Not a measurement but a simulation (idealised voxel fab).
process module | voxel gate over fins
cross-section cut | 145 nm wide | cells 5 nm
A cross-section is a grid of square cells, given in bands from the top down. A band is one or more rows of cells.
Each band's line starts with the height of the band's top and of its bottom, in nm. Then come its materials from left to right, each with its width in nm. One material with "throughout" fills the band from edge to edge. "air" is empty space.
Height 0 is the level under which the wafer as received is all one material. The lowest band goes on downwards, as in "0 down".
A width such as "30 to 40" changes by the same amount from each row of cells to the next, from the band's top row to its bottom row.
"no change" after a step means that no cell of the cross-section changed.
closed voids: empty space of 8 cells or more with no open way to the top, each as width x height at its distance from the left edge, in nm
after a step's settings: what the simulator itself notes on the step
overlay nm, on a step with a mask: how far to the right of its planned place the mask lay; to the left if negative
plan
1 op RECEIVE | material Si
2 op CONFORMAL_DEP | material SiN | thk nm 10
3 op PATTERN | tone cover | mask id FINS | material resist | width nm 15 | pitch nm 35 | thk nm 15 | overlay nm 0
4 op DIRECTIONAL_ETCH | etch materials SiN | depth nm 10
5 op DIRECTIONAL_ETCH | etch materials Si | depth nm 40
6 op STRIP | etch materials resist
7 op FILL_DEP | material SiO2 | thk nm 5
8 op CMP | height nm 10
9 op SELECTIVE_ETCH | etch materials SiO2 | depth nm 25
10 op STRIP | etch materials SiN
11 op CONFORMAL_DEP | material HfO2 | thk nm 5
12 op CONFORMAL_DEP | material TiN | thk nm 5
13 op CONFORMAL_DEP | material TiAl | thk nm 5
14 op CONFORMAL_DEP | material TiN | thk nm 5
15 op FILL_DEP | material W | thk nm 10
16 op CMP | height nm 25
17 op CONFORMAL_DEP | material SiCN | thk nm 5
as received, after step 1
  0 down: Si throughout
  closed voids: none
a wafer at the end: this start, this plan, one mistake
  30 to 25: SiCN throughout
  25 to 20: W throughout
  20 to 15: W 25 | TiN 95 | W 25
  15 to 10: W 25 | TiN 5 | TiAl 85 | TiN 5 | W 25
  10 to 5: W 25 | TiN 5 | TiAl 5 | TiN 75 | TiAl 5 | TiN 5 | W 25
  5 to 0: TiN 30 | TiAl 5 | TiN 5 | HfO2 30 | TiN 5 | HfO2 30 | TiN 5 | TiAl 5 | TiN 30
  0 to -5: TiAl 35 | TiN 5 | HfO2 5 | Si 20 | HfO2 5 | TiN 5 | HfO2 5 | Si 20 | HfO2 5 | TiN 5 | TiAl 35
  -5 to -10: TiN 40 | HfO2 5 | Si 20 | HfO2 5 | TiN 5 | HfO2 5 | Si 20 | HfO2 5 | TiN 40
  -10 to -15: HfO2 45 | Si 20 | HfO2 15 | Si 20 | HfO2 45
  -15 to -40: SiO2 45 | Si 20 | SiO2 15 | Si 20 | SiO2 45
  -40 down: Si throughout
  closed voids: none
what went wrong: step 3 ran as: op PATTERN | tone cover | mask id FINS | material resist | width nm 20 | pitch nm 35 | thk nm 15 | overlay nm 0
